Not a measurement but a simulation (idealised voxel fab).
This section sets out a process module, namely voxel transistor to metal.
Shown is cross-section cut, with a width of 180 nm and square cells of size 5 nm.
Cross-section layout: square cells on a grid; listed as bands, top to bottom; a band spans one or more cell rows. Per band: top height and bottom height in nm, followed by the left-to-right materials and their widths in nm; "edge to edge" marks a single material spanning edge to edge, "empty" marks empty space. Zero point of the height axis is 0; under it, received wafer = one material. Lowest band: continues down indefinitely, "0 down". A two-number width, for instance "30..40", indicates that the width is equal to the first number in the top row of the band and to the second number in the bottom row, and that it changes by a constant amount per row of cells. You'll sometimes find "stayed the same" written for a step, and that's the way of saying that nowhere in the cross-section did a cell change during that step. Look at "Cavities, sealed" for the closed voids: empty spaces with no open path to the top, sized 8 cells or up. Each is width x height at distance, distance from the left edge, all nm. The remark found on a step's line after its settings is issued by the simulator itself and pertains to that step. For masked steps, "overlay nm" on the step line gives how far right of plan the mask actually lay; a minus sign means it lay to the left.

The planned process steps are enumerated hereunder
1: RECEIVE: material Si
2: CONFORMAL_DEP: material SiO2, thk nm 5
3: CONFORMAL_DEP: material SiN, thk nm 10
4: PATTERN: tone cover, mask id ACTIVE, material resist, width nm 105, thk nm 20, overlay nm 0
5: DIRECTIONAL_ETCH: etch materials SiN, depth nm 10
6: DIRECTIONAL_ETCH: etch materials SiO2, depth nm 5
7: DIRECTIONAL_ETCH: etch materials Si, depth nm 35
8: STRIP: etch materials resist
9: OXIDIZE: depth nm 5
10: FILL_DEP: material SiO2, thk nm 5
11: CMP: height nm 15
12: SELECTIVE_ETCH: etch materials SiO2, depth nm 10
13: STRIP: etch materials SiN
14: SELECTIVE_ETCH: etch materials SiO2, depth nm 5
15: OXIDIZE: depth nm 5
16: DIRECTIONAL_DEP: material polySi, thk nm 20
17: DIRECTIONAL_DEP: material SiCN, thk nm 10
18: PATTERN: tone cover, mask id GATE, material resist, width nm 25, thk nm 20, overlay nm 0
19: DIRECTIONAL_ETCH: etch materials SiCN, depth nm 20
20: DIRECTIONAL_ETCH: etch materials polySi, depth nm 30
21: STRIP: etch materials resist
22: CONFORMAL_DEP: material SiN, thk nm 10
23: DIRECTIONAL_ETCH: etch materials SiN, depth nm 10
24: DIRECTIONAL_ETCH: etch materials SiO2, depth nm 5
25: DIRECTIONAL_ETCH: etch materials Si, depth nm 15
26: EPI: material pSi, thk nm 15
27: FILL_DEP: material SiO2, thk nm 5
28: CMP: height nm 20
29: STRIP: etch materials polySi
30: SELECTIVE_ETCH: etch materials SiO2, depth nm 5
31: CONFORMAL_DEP: material HfO2, thk nm 5
32: CONFORMAL_DEP: material TiN, thk nm 5
33: FILL_DEP: material W, thk nm 5
34: CMP: height nm 15
35: DIRECTIONAL_DEP: material SiO2, thk nm 15
36: DIRECTIONAL_DEP: material aC, thk nm 10
37: PATTERN: tone open, mask id CONTACT, material resist, width nm 15, pitch nm 70, thk nm 30, overlay nm 0
38: DIRECTIONAL_ETCH: etch materials aC, depth nm 10
39: STRIP: etch materials resist
40: DIRECTIONAL_ETCH: etch materials SiO2, depth nm 35
41: STRIP: etch materials aC
42: CONFORMAL_DEP: material TiN, thk nm 5
43: FILL_DEP: material W, thk nm 10
44: CMP: height nm 30
45: CONFORMAL_DEP: material SiCN, thk nm 5
46: DIRECTIONAL_DEP: material SiO2, thk nm 15
47: DIRECTIONAL_DEP: material aC, thk nm 15
48: PATTERN: tone open, mask id METAL_1, material resist, width nm 15, pitch nm 70, thk nm 30, overlay nm 0
49: DIRECTIONAL_ETCH: etch materials aC, depth nm 15
50: STRIP: etch materials resist
51: DIRECTIONAL_ETCH: etch materials SiO2, depth nm 15
52: DIRECTIONAL_ETCH: etch materials SiCN, depth nm 5
53: STRIP: etch materials aC
54: CONFORMAL_DEP: material TiN, thk nm 5
55: FILL_DEP: material Cu, thk nm 10
56: CMP: height nm 50
57: CONFORMAL_DEP: material SiCN, thk nm 5
58: DIRECTIONAL_DEP: material SiO2, thk nm 30
59: DIRECTIONAL_DEP: material aC, thk nm 15
60: PATTERN: tone open, mask id METAL_2, material resist, width nm 15, pitch nm 70, thk nm 35, overlay nm 0
61: DIRECTIONAL_ETCH: etch materials aC, depth nm 15
62: STRIP: etch materials resist
63: DIRECTIONAL_ETCH: etch materials SiO2, depth nm 20
64: STRIP: etch materials aC
65: DIRECTIONAL_DEP: material aC, thk nm 15
66: PATTERN: tone open, mask id METAL_2_HOLES, material resist, width nm 15, pitch nm 70, thk nm 35, overlay nm 0
67: DIRECTIONAL_ETCH: etch materials aC, depth nm 15
68: STRIP: etch materials resist
69: DIRECTIONAL_ETCH: etch materials SiO2, depth nm 10
70: DIRECTIONAL_ETCH: etch materials SiCN, depth nm 5
71: STRIP: etch materials aC
72: CONFORMAL_DEP: material TiN, thk nm 5
73: FILL_DEP: material Cu, thk nm 10
74: CMP: height nm 85
75: CONFORMAL_DEP: material SiN, thk nm 5

Cross-sectional view of the wafer in its as-received condition, corresponding to the state after step 1
  0 down  Si edge to edge
  Cavities, sealed: none

Looking at the first of two wafers in cross-section at end of module - ran to plan
  90 to 85  SiN edge to edge
  85 to 55  45 of SiO2, 5 of TiN, 5 of Cu, 5 of TiN, 55 of SiO2, 5 of TiN, 5 of Cu, 5 of TiN, 50 of SiO2
  55 to 50  45 of SiCN, 15 of TiN, 55 of SiCN, 15 of TiN, 50 of SiCN
  50 to 35  45 of SiO2, 5 of TiN, 5 of Cu, 5 of TiN, 55 of SiO2, 5 of TiN, 5 of Cu, 5 of TiN, 50 of SiO2
  35 to 30  45 of SiCN, 15 of TiN, 55 of SiCN, 15 of TiN, 50 of SiCN
  30 to 15  45 of SiO2, 5 of TiN, 5 of W, 5 of TiN, 55 of SiO2, 5 of TiN, 5 of W, 5 of TiN, 50 of SiO2
  15 to 10  45 of SiO2, 15 of TiN, 5 of SiO2, 10 of SiN, 5 of HfO2, 5 of TiN, 5 of W, 5 of TiN, 5 of HfO2, 10 of SiN, 5 of SiO2, 15 of TiN, 50 of SiO2
  10 to 5  45 of SiO2, 5 of TiN, 15 of pSi, 10 of SiN, 5 of HfO2, 5 of TiN, 5 of W, 5 of TiN, 5 of HfO2, 10 of SiN, 15 of pSi, 5 of TiN, 50 of SiO2
  5 to 0  45 of SiO2, 5 of TiN, 15 of pSi, 10 of SiN, 5 of HfO2, 15 of TiN, 5 of HfO2, 10 of SiN, 15 of pSi, 5 of TiN, 50 of SiO2
  0 to -5  45 of SiO2, 5 of TiN, 15 of pSi, 5 of SiO2, 35 of HfO2, 5 of SiO2, 15 of pSi, 5 of TiN, 50 of SiO2
  -5 to -20  40 of SiO2, 25 of pSi, 45 of Si, 25 of pSi, 45 of SiO2
  -20 to -40  40 of SiO2, 95 of Si, 45 of SiO2
  -40 down  Si edge to edge
  Cavities, sealed: none

Wafer two (of two), end-of-module cross-section: start = wafer one, plan = wafer one, one run mistake
  90 to 85  SiN edge to edge
  85 to 55  45 of SiO2, 5 of TiN, 5 of Cu, 5 of TiN, 55 of SiO2, 5 of TiN, 5 of Cu, 5 of TiN, 50 of SiO2
  55 to 50  45 of SiCN, 15 of TiN, 55 of SiCN, 15 of TiN, 50 of SiCN
  50 to 35  45 of SiO2, 5 of TiN, 5 of Cu, 5 of TiN, 55 of SiO2, 5 of TiN, 5 of Cu, 5 of TiN, 50 of SiO2
  35 to 30  45 of SiCN, 15 of TiN, 55 of SiCN, 15 of TiN, 50 of SiCN
  30 to 20  55 of SiO2, 5 of TiN, 5 of W, 5 of TiN, 55 of SiO2, 5 of TiN, 5 of W, 5 of TiN, 40 of SiO2
  20 to 15  55 of SiO2, 15 of TiN, 55 of SiO2, 5 of TiN, 5 of W, 5 of TiN, 40 of SiO2
  15 to 10  55 of SiO2, 10 of TiN, 10 of SiN, 5 of HfO2, 5 of TiN, 5 of W, 5 of TiN, 5 of HfO2, 10 of SiN, 15 of SiO2, 5 of TiN, 5 of W, 5 of TiN, 40 of SiO2
  10 to 5  50 of SiO2, 15 of pSi, 10 of SiN, 5 of HfO2, 5 of TiN, 5 of W, 5 of TiN, 5 of HfO2, 10 of SiN, 15 of pSi, 5 of TiN, 5 of W, 5 of TiN, 40 of SiO2
  5 to 0  50 of SiO2, 15 of pSi, 10 of SiN, 5 of HfO2, 15 of TiN, 5 of HfO2, 10 of SiN, 15 of pSi, 5 of TiN, 5 of W, 5 of TiN, 40 of SiO2
  0 to -5  50 of SiO2, 15 of pSi, 5 of SiO2, 35 of HfO2, 5 of SiO2, 15 of pSi, 15 of TiN, 40 of SiO2
  -5 to -20  40 of SiO2, 25 of pSi, 45 of Si, 25 of pSi, 45 of SiO2
  -20 to -40  40 of SiO2, 95 of Si, 45 of SiO2
  -40 down  Si edge to edge
  Cavities, sealed: none
What broke from the plan during processing? step 37 changed vs plan, executed as PATTERN: tone open, mask id CONTACT, material resist, width nm 15, pitch nm 70, thk nm 30, overlay nm 10
Heads up, by the end the second wafer has more or fewer cells of some materials compared to the first: 2 fewer of SiO2, 2 more of W
